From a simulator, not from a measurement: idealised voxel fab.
Process module under the name voxel double patterning
Section shown: cut. Width: 250 nm. Cell size: 5 nm, square.
For the purposes of this document, a cross-section shall be understood as a grid of square cells, specified as bands listed in top-to-bottom order, each band consisting of one or more rows of cells.
First you get the band's top height and its bottom height, in nm, and then the materials it's made of, left to right, with each width in nm. If you see a single material with "everywhere", that one covers the band edge to edge. "air" is empty space.
The reference from which all heights are counted is 0, the level beneath which the as-received wafer is entirely one material; the lowest band, having no lower bound, proceeds downward and is written after the example "0..down".
So if you see something like "30->40" for the width, read it as the top row of the band sitting at the first number and the bottom row at the second, with every row in between moving by the same amount as the last.
What does "no alterations made" mean for a step? It means no cell of the cross-section changed in that step.
Empty spaces without an open route to the top, at least 8 cells in extent, make up the entry "Encapsulated voids"; each is given as width x height at distance, where the distance is measured from the left edge, and all are in nm.
Text after the settings on a step's line: the simulator's own remark on that step.
A step line may carry the setting "overlay nm", which, for steps involving a mask, states the distance by which the mask lay to the right of its intended position; negative values denote displacement to the left.
### Steps in the process plan
step 1: RECEIVE [material Si]
step 2: CONFORMAL_DEP [material SiO2] [thk nm 10]
step 3: DIRECTIONAL_DEP [material W] [thk nm 15]
step 4: DIRECTIONAL_DEP [material SiN] [thk nm 10]
step 5: MASKED_ETCH [tone open] [mask id FIRST] [width nm 15] [pitch nm 50] [etch materials SiN] [depth nm 10] [overlay nm -15]
step 6: MASKED_ETCH [tone open] [mask id SECOND] [width nm 15] [etch materials SiN] [depth nm 10] [overlay nm 0]
step 7: DIRECTIONAL_ETCH [etch materials W] [depth nm 15]
step 8: STRIP [etch materials SiN]
Same starting wafers, different overlay nm at step 5. Plan value belongs to the first wafer.
### Cross-sectional view of the first of several wafers in the as-received condition, corresponding to the state following step 1
  0..down | Si everywhere
  Encapsulated voids: none
### The figure below presents a cross-section of the first of several wafers at the conclusion of the module, following its last step, step 8
  25..10 | W=75, then air=15, then W=25, then air=25, then W=110
  10..0 | SiO2 everywhere
  0..down | Si everywhere
  Encapsulated voids: none
### Of the several wafers, the last: cross-section at the end of the module
  25..10 | W=105, then air=25, then W=25, then air=15, then W=80
  10..0 | SiO2 everywhere
  0..down | Si everywhere
  Encapsulated voids: none
### Row per wafer, end-of-module: cell gain (+)/loss (-) by material since the wafer came in, then closed voids
overlay nm -15, +100 SiO2, +126 W, Encapsulated voids: none
overlay nm -10, +100 SiO2, +123 W, Encapsulated voids: none
overlay nm -5, +100 SiO2, +123 W, Encapsulated voids: none
overlay nm 0, +100 SiO2, +123 W, Encapsulated voids: none
overlay nm 5, +100 SiO2, +123 W, Encapsulated voids: none
overlay nm 10, +100 SiO2, +123 W, Encapsulated voids: none
overlay nm 15, +100 SiO2, +126 W, Encapsulated voids: none
